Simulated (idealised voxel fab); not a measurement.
Process module under the name voxel trench capacitor
Shown is cross-section cut, with a width of 270 nm and square cells of size 5 nm.
Cross-section layout: square cells on a grid; listed as bands, top to bottom; a band spans one or more cell rows.
Read a band's entry like this: the first values are the height of its top and the height of its bottom in nm, and what follows is the sequence of materials from left to right, each with its width in nm. Note that "blank" is empty space, and that a single material marked "throughout" reaches across the band from edge to edge.
Height is counted from the level 0, under which the received wafer is composed throughout of one material. The lowest of the bands is not closed at the bottom but continues downward, in the notation "0 nm and below".
It should be noted that a width expressed as "30..40" varies in equal increments from row to row of cells within the band, taking the value of the first number at the top row and that of the second number at the bottom row.
When a step is marked "all unchanged", none of the cells in the cross-section changed during that step.
The label "Closed void listing" introduces a list of the empty spaces, 8 cells or larger, that have no open way up to the top; each entry in it reads width x height at distance, where the distance is taken from the left edge and all three are stated in nm.
Post-settings text on a step line: simulator's own remark regarding the step.
overlay nm: mask offset rightward from planned place, masked step; negative means leftward offset.
The planned process steps are enumerated hereunder
| 1 | RECEIVE: material Si |
| 2 | CONFORMAL_DEP: material SiN, thk nm 10 |
| 3 | MASKED_ETCH: tone open, mask id TRENCH, width nm 30, pitch nm 60, etch materials SiN, depth nm 10, overlay nm 0 |
| 4 | MASKED_ETCH: tone open, mask id TRENCH, width nm 30, pitch nm 60, etch materials Si, depth nm 40, overlay nm 0 |
| 5 | CONFORMAL_DEP: material Al2O3, thk nm 5 |
| 6 | CONFORMAL_DEP: material TiN, thk nm 5 |
| 7 | FILL_DEP: material W, thk nm 5 |
| 8 | CMP: height nm 10 |
Incoming wafer, cross-sectional view, post step 1
  0 nm and below  Si throughout
  Closed void listing: none
Cross-section at module end, one run error; start and plan unchanged from above
  10 nm to 0 nm  SiN (60)  TiN (5)  Al2O3 (5)  W (10)  Al2O3 (5)  TiN (5)  SiN (30)  TiN (5)  Al2O3 (5)  W (10)  Al2O3 (5)  TiN (5)  SiN (30)  TiN (5)  Al2O3 (5)  W (10)  Al2O3 (5)  TiN (5)  SiN (60)
  0 nm to -30 nm  Si (60)  TiN (5)  Al2O3 (5)  W (10)  Al2O3 (5)  TiN (5)  Si (30)  TiN (5)  Al2O3 (5)  W (10)  Al2O3 (5)  TiN (5)  Si (30)  TiN (5)  Al2O3 (5)  W (10)  Al2O3 (5)  TiN (5)  Si (60)
  -30 nm to -35 nm  Si (60)  TiN (5)  Al2O3 (20)  TiN (5)  Si (30)  TiN (5)  Al2O3 (20)  TiN (5)  Si (30)  TiN (5)  Al2O3 (20)  TiN (5)  Si (60)
  -35 nm to -40 nm  Si (60)  TiN (30)  Si (30)  TiN (30)  Si (30)  TiN (30)  Si (60)
  -40 nm and below  Si throughout
  Closed void listing: none
Here's what went sideways: steps 5 and 6 run out of order (swapped)
